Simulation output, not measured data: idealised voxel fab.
Herein follows the process module entitled voxel trench capacitor.
Cross-section cut: width 210 nm, square cells of 5 nm.
Notation: cross-section as square-cell grid; stated in bands, top first, going down; one or more cell rows per band.
Band: top height; bottom height; in nm. Then, left to right: material with width in nm, for each material. "full width": a single material spanning edge to edge. "air": empty space.
Beneath 0, the wafer as received is one material, and that level is where height counting begins. The lowest band goes on downward without a bottom; it is written like "0 down".
With a width like "30..40", each row of cells in the band differs from the next by the same amount, the top row carrying the first number and the bottom row the second.
Basically "no change occurred" means that step didn't change any cell in the cross-section.
If an empty space has no open way to the top and is at least 8 cells in size, "Unvented cavities" lists it, written width x height at distance, where distance is measured from the left edge and every value is in nm.
Whatever follows a step's settings on its line is a remark the simulator itself makes about that step.
overlay nm: how far to the right of its planned place the mask lay on this masked step (negative: to the left).

-- The process steps that were planned are listed below
1 op RECEIVE | material Si
2 op CONFORMAL_DEP | material SiN | thk nm 5
3 op MASKED_ETCH | tone open | mask id TRENCH | width nm 30 | pitch nm 60 | etch materials SiN | depth nm 5 | overlay nm 0
4 op MASKED_ETCH | tone open | mask id TRENCH | width nm 30 | pitch nm 60 | etch materials Si | depth nm 30 | overlay nm 0
5 op CONFORMAL_DEP | material Al2O3 | thk nm 5
6 op CONFORMAL_DEP | material TiN | thk nm 5
7 op FILL_DEP | material W | thk nm 10
8 op CMP | height nm 5

-- Cross-section: wafer on arrival = after step 1
> 0 down = Si full width
> Unvented cavities: none

-- Here's the wafer cut in cross-section after the module, started and planned just like above, except one thing was done wrong in the run
> 5 to 0 = 30 of SiN / 10 of Al2O3 / 10 of TiN / 10 of Al2O3 / 30 of SiN / 10 of Al2O3 / 10 of TiN / 10 of Al2O3 / 30 of SiN / 10 of Al2O3 / 10 of TiN / 10 of Al2O3 / 30 of SiN
> 0 to -25 = 35 of Si / 5 of Al2O3 / 10 of TiN / 5 of Al2O3 / 40 of Si / 5 of Al2O3 / 10 of TiN / 5 of Al2O3 / 40 of Si / 5 of Al2O3 / 10 of TiN / 5 of Al2O3 / 35 of Si
> -25 to -30 = 35 of Si / 20 of Al2O3 / 40 of Si / 20 of Al2O3 / 40 of Si / 20 of Al2O3 / 35 of Si
> -30 down = Si full width
> Unvented cavities: none
What broke from the plan during processing? in deviation from the planned setting, step 4 was conducted as op MASKED_ETCH | tone open | mask id TRENCH | width nm 20 | pitch nm 60 | etch materials Si | depth nm 30 | overlay nm 0
